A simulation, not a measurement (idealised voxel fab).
The following is a process module called voxel self aligned contacts.
Cross-section cut spans 260 nm and uses square cells 5 nm in size.
Format of a cross-section: grid, square cells. Given as bands. Order: top down. Band: one or more rows of cells.
Each band's line starts with the height of the band's top and of its bottom, in nm. Then come its materials from left to right, each with its width in nm. One material with "throughout" fills the band from edge to edge. "blank" is empty space.
Heights are expressed relative to 0, this being the level below which the as-received wafer comprises one material exclusively. The lowest band is unbounded in the downward direction and is denoted as in "0 and below".
The width entry "30..40" should be interpreted row by row: the top row of cells in the band takes the first number, the bottom row takes the second number, and the change between adjacent rows is uniform throughout.
"remained the same" after a step means that no cell of the cross-section changed.
In "Closed void catalog" the enclosed voids are listed, meaning empty spaces of 8 cells or larger without any opening to the top. The form is width x height at distance, distance from the left edge, units nm.
Note: text after step settings on the step line = simulator remark on that step.
When a step includes a mask, the "overlay nm" setting on its line states how far to the right of its planned place that mask lay, and negative values state how far to the left.
## So here's the lineup of process steps we planned
1. RECEIVE: material Si
2. OXIDIZE: depth nm 5
3. DIRECTIONAL_DEP: material polySi, thk nm 25
4. DIRECTIONAL_DEP: material SiN, thk nm 25
5. MASKED_ETCH: tone cover, mask id GATE, width nm 30, pitch nm 75, etch materials SiN, depth nm 25, overlay nm 0
6. MASKED_ETCH: tone cover, mask id GATE, width nm 30, pitch nm 75, etch materials polySi, depth nm 25, overlay nm 0
7. CONFORMAL_DEP: material SiN, thk nm 10
8. DIRECTIONAL_ETCH: etch materials SiN, depth nm 10
9. FILL_DEP: material SiO2, thk nm 15
10. CMP: height nm 60
11. DIRECTIONAL_DEP: material aC, thk nm 10
12. PATTERN: tone open, mask id CONTACT, material resist, width nm 55, pitch nm 75, thk nm 30, overlay nm 0
13. DIRECTIONAL_ETCH: etch materials aC, depth nm 10
14. STRIP: etch materials resist
15. DIRECTIONAL_ETCH: etch materials SiO2, depth nm 65
16. STRIP: etch materials aC
17. CONFORMAL_DEP: material TiN, thk nm 5
18. FILL_DEP: material Ru, thk nm 10
19. CMP: height nm 60
20. CONFORMAL_DEP: material SiCN, thk nm 5
## Cross-section of the wafer at receipt, which is the condition after step 1
0 and below  Si throughout
Closed void catalog: none
## The cross-section shown corresponds to the wafer at the conclusion of the module. The initial structure and the process plan are those presented above; however, one mistake occurred in executing the plan
65 down to 60  SiCN throughout
60 down to 55  Ru 60 nm  TiN 5 nm  SiO2 55 nm  TiN 5 nm  Ru 10 nm  TiN 5 nm  SiO2 55 nm  TiN 5 nm  Ru 60 nm
55 down to 50  Ru 25 nm  TiN 40 nm  SiO2 55 nm  TiN 20 nm  SiO2 55 nm  TiN 40 nm  Ru 25 nm
50 down to 25  Ru 25 nm  TiN 5 nm  SiN 50 nm  SiO2 25 nm  SiN 50 nm  SiO2 25 nm  SiN 50 nm  TiN 5 nm  Ru 25 nm
25 down to 0  Ru 25 nm  TiN 5 nm  SiN 10 nm  polySi 30 nm  SiN 10 nm  SiO2 25 nm  SiN 10 nm  polySi 30 nm  SiN 10 nm  SiO2 25 nm  SiN 10 nm  polySi 30 nm  SiN 10 nm  TiN 5 nm  Ru 25 nm
0 down to -5  TiN 30 nm  SiO2 200 nm  TiN 30 nm
-5 and below  Si throughout
Closed void catalog: none
Want to know what went wrong? step 12 was processed under conditions differing from the plan, specifically as PATTERN: tone cover, mask id CONTACT, material resist, width nm 55, pitch nm 75, thk nm 30, overlay nm 0
